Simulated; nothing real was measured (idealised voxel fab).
The process module presented herein is designated voxel gate over fins.
Square cell edge 5 nm, section width 290 nm, ID cut.
Cross-sections here: square-cell grids, written as top-down lists of bands, a band being one or more rows of cells. Heads up on the band format: heights come first, top then bottom, in nm. After that it's the materials left to right, each with its width in nm. A single material flagged "everywhere" fills the whole band edge to edge, and "empty" means there's empty space there. Below 0: as-received wafer, all one material; heights counted from there. Lowest band: no bottom, goes on down, written "top 0, no bottom". Width: "30->40" (first number = top row, second number = bottom row, same change from row to row of cells). Where the words "identical to before" appear for a step, the cross-section shows no cell changed by that step; every cell remained as before. Entry "Sealed cavities". Content: empty spaces with no open connection to the top, size 8 cells or greater. Each: width x height at distance. Distance: from left edge. Unit: nm. On a step's line, text after the settings is the simulator commenting on that step. On any step carrying a mask, the "overlay nm" setting, if present on the step's line, tells how far right of its planned place the mask lay; negative values point to the left.

Steps planned for the process:
1,op RECEIVE | material Si
2,op CONFORMAL_DEP | material SiN | thk nm 5
3,op MASKED_ETCH | tone cover | mask id FINS | width nm 15 | pitch nm 35 | etch materials SiN | depth nm 5 | overlay nm 0
4,op MASKED_ETCH | tone cover | mask id FINS | width nm 15 | pitch nm 35 | etch materials Si | depth nm 25 | overlay nm 0
5,op FILL_DEP | material SiO2 | thk nm 10
6,op CMP | height nm 5
7,op SELECTIVE_ETCH | etch materials SiO2 | depth nm 20
8,op STRIP | etch materials SiN
9,op CONFORMAL_DEP | material HfO2 | thk nm 5
10,op CONFORMAL_DEP | material TiN | thk nm 5
11,op FILL_DEP | material W | thk nm 10
12,op CMP | height nm 15
13,op CONFORMAL_DEP | material SiN | thk nm 5
The value of depth nm given for step 4 in the plan refers to the first wafer; the wafers vary in this setting and are alike at the start.

Cross-section of the first of several received wafers, showing its state after step 1:
* top 0, no bottom | Si everywhere
* Sealed cavities: none

Quick look at the cross-section of the first of several wafers after step 13, which wraps up the module:
* top 20, bottom 15 | SiN everywhere
* top 15, bottom 10 | W everywhere
* top 10, bottom 5 | W 90 | TiN 105 | W 95
* top 5, bottom 0 | W 90 | TiN 5 | HfO2 25 | TiN 10 | HfO2 25 | TiN 10 | HfO2 25 | TiN 5 | W 95
* top 0, bottom -5 | W 90 | TiN 5 | HfO2 5 | Si 15 | HfO2 5 | TiN 10 | HfO2 5 | Si 15 | HfO2 5 | TiN 10 | HfO2 5 | Si 15 | HfO2 5 | TiN 5 | W 95
* top -5, bottom -10 | TiN 95 | HfO2 5 | Si 15 | HfO2 5 | TiN 10 | HfO2 5 | Si 15 | HfO2 5 | TiN 10 | HfO2 5 | Si 15 | HfO2 5 | TiN 100
* top -10, bottom -15 | HfO2 100 | Si 15 | HfO2 20 | Si 15 | HfO2 20 | Si 15 | HfO2 105
* top -15, bottom -25 | SiO2 100 | Si 15 | SiO2 20 | Si 15 | SiO2 20 | Si 15 | SiO2 105
* top -25, no bottom | Si everywhere
* Sealed cavities: none

Wafer cross-section (last wafer, module end):
* top 20, bottom 15 | SiN everywhere
* top 15, bottom 10 | W everywhere
* top 10, bottom 5 | W 90 | TiN 105 | W 95
* top 5, bottom 0 | W 90 | TiN 5 | HfO2 25 | TiN 10 | HfO2 25 | TiN 10 | HfO2 25 | TiN 5 | W 95
* top 0, bottom -5 | W 90 | TiN 5 | HfO2 5 | Si 15 | HfO2 5 | TiN 10 | HfO2 5 | Si 15 | HfO2 5 | TiN 10 | HfO2 5 | Si 15 | HfO2 5 | TiN 5 | W 95
* top -5, bottom -10 | TiN 95 | HfO2 5 | Si 15 | HfO2 5 | TiN 10 | HfO2 5 | Si 15 | HfO2 5 | TiN 10 | HfO2 5 | Si 15 | HfO2 5 | TiN 100
* top -10, bottom -15 | HfO2 100 | Si 15 | HfO2 20 | Si 15 | HfO2 20 | Si 15 | HfO2 105
* top -15, bottom -50 | SiO2 100 | Si 15 | SiO2 20 | Si 15 | SiO2 20 | Si 15 | SiO2 105
* top -50, no bottom | Si everywhere
* Sealed cavities: none

Per-wafer rows below. For each material: cells gained (+) or lost (-) since the wafer was received, as of end of module. Then: closed voids:
depth nm 25; +76 HfO2; -245 Si; +58 SiN; +98 SiO2; +76 TiN; +169 W; Sealed cavities: none
depth nm 30; +76 HfO2; -294 Si; +58 SiN; +147 SiO2; +76 TiN; +169 W; Sealed cavities: none
depth nm 35; +76 HfO2; -343 Si; +58 SiN; +196 SiO2; +76 TiN; +169 W; Sealed cavities: none
depth nm 40; +76 HfO2; -392 Si; +58 SiN; +245 SiO2; +76 TiN; +169 W; Sealed cavities: none
depth nm 45; +76 HfO2; -441 Si; +58 SiN; +294 SiO2; +76 TiN; +169 W; Sealed cavities: none
depth nm 50; +76 HfO2; -490 Si; +58 SiN; +343 SiO2; +76 TiN; +169 W; Sealed cavities: none
